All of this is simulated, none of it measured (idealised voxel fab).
Herein follows the process module entitled voxel transistor to metal.
For reference, the cross-section in this document is cut, with width 285 nm and square cells of 5 nm.
A cross-section in this document is a grid of square cells, and it is written down as bands, the top band listed before the ones below it; a band is made up of one or more rows of cells.
Read a band's entry like this: the first values are the height of its top and the height of its bottom in nm, and what follows is the sequence of materials from left to right, each with its width in nm. Note that "air" is empty space, and that a single material marked "throughout" reaches across the band from edge to edge.
Height reference: 0 = level under which incoming wafer is all one material. Lowest band: no bottom, runs on downward, e.g. "0 nm and below".
It should be noted that a width expressed as "30..40" varies in equal increments from row to row of cells within the band, taking the value of the first number at the top row and that of the second number at the bottom row.
Step marked "remained the same"? Then no cell in the cross-section changed in it.
In the "Enclosed internal voids" entry, you get each enclosed empty space of 8 cells or more, one with no open way to the top, written width x height at distance, distance from the left edge, in nm.
Note: text after step settings on the step line = simulator remark on that step.
A step's line can hold "overlay nm"; with a mask on that step, the setting says how far right of the planned place the mask lay, while a negative setting says it lay to the left.

**Here's what the planned process steps look like**
- 1: RECEIVE | material Si
- 2: OXIDIZE | depth nm 5
- 3: CONFORMAL_DEP | material SiN | thk nm 10
- 4: DIRECTIONAL_DEP | material aC | thk nm 10
- 5: PATTERN | tone cover | mask id ACTIVE | material resist | width nm 95 | pitch nm 115 | thk nm 30 | overlay nm 0
- 6: DIRECTIONAL_ETCH | etch materials aC | depth nm 10
- 7: STRIP | etch materials resist
- 8: DIRECTIONAL_ETCH | etch materials SiN | depth nm 10
- 9: DIRECTIONAL_ETCH | etch materials SiO2 | depth nm 5
- 10: DIRECTIONAL_ETCH | etch materials Si | depth nm 30
- 11: STRIP | etch materials aC
- 12: FILL_DEP | material SiO2 | thk nm 10
- 13: CMP | height nm 10
- 14: SELECTIVE_ETCH | etch materials SiO2 | depth nm 10
- 15: STRIP | etch materials SiN
- 16: SELECTIVE_ETCH | etch materials SiO2 | depth nm 5
- 17: OXIDIZE | depth nm 5
- 18: DIRECTIONAL_DEP | material polySi | thk nm 25
- 19: DIRECTIONAL_DEP | material SiCN | thk nm 10
- 20: DIRECTIONAL_DEP | material aC | thk nm 15
- 21: PATTERN | tone cover | mask id GATE | material resist | width nm 15 | pitch nm 115 | thk nm 30 | overlay nm 0
- 22: DIRECTIONAL_ETCH | etch materials aC | depth nm 15
- 23: STRIP | etch materials resist
- 24: DIRECTIONAL_ETCH | etch materials SiCN | depth nm 20
- 25: DIRECTIONAL_ETCH | etch materials polySi | depth nm 35
- 26: STRIP | etch materials aC
- 27: CONFORMAL_DEP | material SiO2 | thk nm 5
- 28: DIRECTIONAL_ETCH | etch materials SiO2 | depth nm 5
- 29: CONFORMAL_DEP | material SiN | thk nm 10
- 30: DIRECTIONAL_ETCH | etch materials SiN | depth nm 10
- 31: DIRECTIONAL_ETCH | etch materials SiO2 | depth nm 5
- 32: EPI | material nSi | thk nm 5
- 33: FILL_DEP | material SiO2 | thk nm 10
- 34: CMP | height nm 30
- 35: DIRECTIONAL_DEP | material SiO2 | thk nm 10
- 36: DIRECTIONAL_DEP | material aC | thk nm 10
- 37: PATTERN | tone open | mask id CONTACT | material resist | width nm 25 | thk nm 25 | overlay nm 0
- 38: DIRECTIONAL_ETCH | etch materials aC | depth nm 10
- 39: STRIP | etch materials resist
- 40: DIRECTIONAL_ETCH | etch materials SiO2 | depth nm 45
- 41: STRIP | etch materials aC
- 42: CONFORMAL_DEP | material TiN | thk nm 5
- 43: FILL_DEP | material W | thk nm 10
- 44: CMP | height nm 40
- 45: CONFORMAL_DEP | material SiN | thk nm 5
- 46: DIRECTIONAL_DEP | material lowk | thk nm 25
- 47: PATTERN | tone open | mask id METAL_1 | material resist | width nm 15 | thk nm 20 | overlay nm 0
- 48: DIRECTIONAL_ETCH | etch materials lowk | depth nm 25
- 49: DIRECTIONAL_ETCH | etch materials SiN | depth nm 5
- 50: STRIP | etch materials resist
- 51: CONFORMAL_DEP | material TiN | thk nm 5
- 52: FILL_DEP | material Cu | thk nm 10
- 53: CMP | height nm 70
- 54: CONFORMAL_DEP | material SiN | thk nm 5

**So this is the incoming wafer in cross-section - it's already been through step 1**
- 0 nm and below: Si throughout
- Enclosed internal voids: none

**a wafer at the end: this start, this plan, one mistake**
- 75 nm to 70 nm: SiN throughout
- 70 nm to 45 nm: lowk 45, then TiN 5, then Cu 5, then TiN 5, then lowk 45, then TiN 5, then Cu 5, then TiN 5, then lowk 40, then TiN 5, then Cu 5, then TiN 5, then lowk 45, then TiN 5, then Cu 5, then TiN 5, then lowk 50
- 45 nm to 40 nm: SiN 45, then TiN 15, then SiN 45, then TiN 15, then SiN 40, then TiN 15, then SiN 45, then TiN 15, then SiN 50
- 40 nm to 30 nm: SiO2 45, then TiN 5, then W 15, then TiN 5, then SiO2 25, then TiN 5, then W 15, then TiN 5, then SiO2 40, then TiN 5, then W 15, then TiN 5, then SiO2 25, then TiN 5, then W 15, then TiN 5, then SiO2 50
- 30 nm to 20 nm: SiO2 45, then TiN 5, then W 15, then TiN 5, then SiO2 5, then SiCN 15, then SiO2 5, then TiN 5, then W 15, then TiN 5, then SiO2 40, then TiN 5, then W 15, then TiN 5, then SiO2 5, then SiCN 15, then SiO2 5, then TiN 5, then W 15, then TiN 5, then SiO2 50
- 20 nm to 0 nm: SiO2 45, then TiN 5, then W 15, then TiN 5, then SiO2 5, then polySi 15, then SiO2 5, then TiN 5, then W 15, then TiN 5, then SiO2 40, then TiN 5, then W 15, then TiN 5, then SiO2 5, then polySi 15, then SiO2 5, then TiN 5, then W 15, then TiN 5, then SiO2 50
- 0 nm to -5 nm: SiO2 45, then TiN 25, then SiO2 5, then polySi 15, then SiO2 5, then TiN 25, then SiO2 40, then TiN 25, then SiO2 5, then polySi 15, then SiO2 5, then TiN 25, then SiO2 50
- -5 nm to -10 nm: SiO2 30, then nSi 40, then SiO2 25, then nSi 40, then SiO2 10, then nSi 40, then SiO2 25, then nSi 40, then SiO2 35
- -10 nm to -35 nm: SiO2 35, then Si 95, then SiO2 20, then Si 95, then SiO2 40
- -35 nm and below: Si throughout
- Enclosed internal voids: none
Run error: step 29 of the plan was bypassed and not carried out
